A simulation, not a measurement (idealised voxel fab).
Name of the process module below: voxel released beams
Cross-section cut: width 180 nm, square cells of 5 nm.
Throughout this document, each cross-section is represented as a grid of square cells and is presented as a sequence of bands enumerated from the top downward, where a band comprises one or more rows of cells. Each band's line starts with the height of the band's top and of its bottom, in nm. Then come its materials from left to right, each with its width in nm. One material with "full width" fills the band from edge to edge. "air" is empty space. Height 0 is the level under which the wafer as received is all one material. The lowest band goes on downwards, as in "z 0 and below". The notation "30 to 40" denotes a width that varies across the rows of cells in the band, beginning at the first number in the top row, finishing at the second number in the bottom row, and changing by an identical amount from each row to the next. "all unchanged" means the step left every cell of the cross-section as it was. Enclosed voids (no open way to top), threshold 8 cells or more, entry "Sealed voids", notation width x height at distance, distance from left edge, nm. after a step's settings: what the simulator itself notes on the step. overlay nm: mask right of planned place by this much (step with mask). Neg. = left.

Here's what the planned process steps look like
step 1: RECEIVE: material Si
step 2: CONFORMAL_DEP: material SiN, thk nm 10
step 3: DIRECTIONAL_DEP: material SiO2, thk nm 15
step 4: PATTERN: tone open, mask id ANCHOR, material resist, width nm 35, thk nm 20, overlay nm 0
step 5: DIRECTIONAL_ETCH: etch materials SiO2, depth nm 15
step 6: STRIP: etch materials resist
step 7: CONFORMAL_DEP: material polySi, thk nm 10
step 8: PATTERN: tone cover, mask id BEAM, material resist, width nm 110, thk nm 15, overlay nm 0
step 9: DIRECTIONAL_ETCH: etch materials polySi, depth nm 10
step 10: STRIP: etch materials resist
step 11: STRIP: etch materials SiO2

So this is the incoming wafer in cross-section - it's already been through step 1
> z 0 and below  Si full width
> Sealed voids: none

First of two wafers, end-of-module section, run followed plan
> z 35 to 25  air=30, polySi=15, air=15, polySi=80, air=40
> z 25 to 20  air=35, polySi=10, air=15, polySi=10, air=110
> z 20 to 10  air=35, polySi=35, air=110
> z 10 to 0  SiN full width
> z 0 and below  Si full width
> Sealed voids: none

Cross-sectional view: second of two wafers, end of module; start and plan identical to the first, one mistake in running
> z 35 to 25  air=30, polySi=110, air=40
> z 25 to 10  polySi full width
> z 10 to 0  SiN full width
> z 0 and below  Si full width
> Sealed voids: none
Deviation from plan: in deviation from the planned setting, step 3 was conducted as DIRECTIONAL_DEP: material polySi, thk nm 15
FYI, end of process, the second wafer has more or fewer cells of some materials than the first: polySi +96
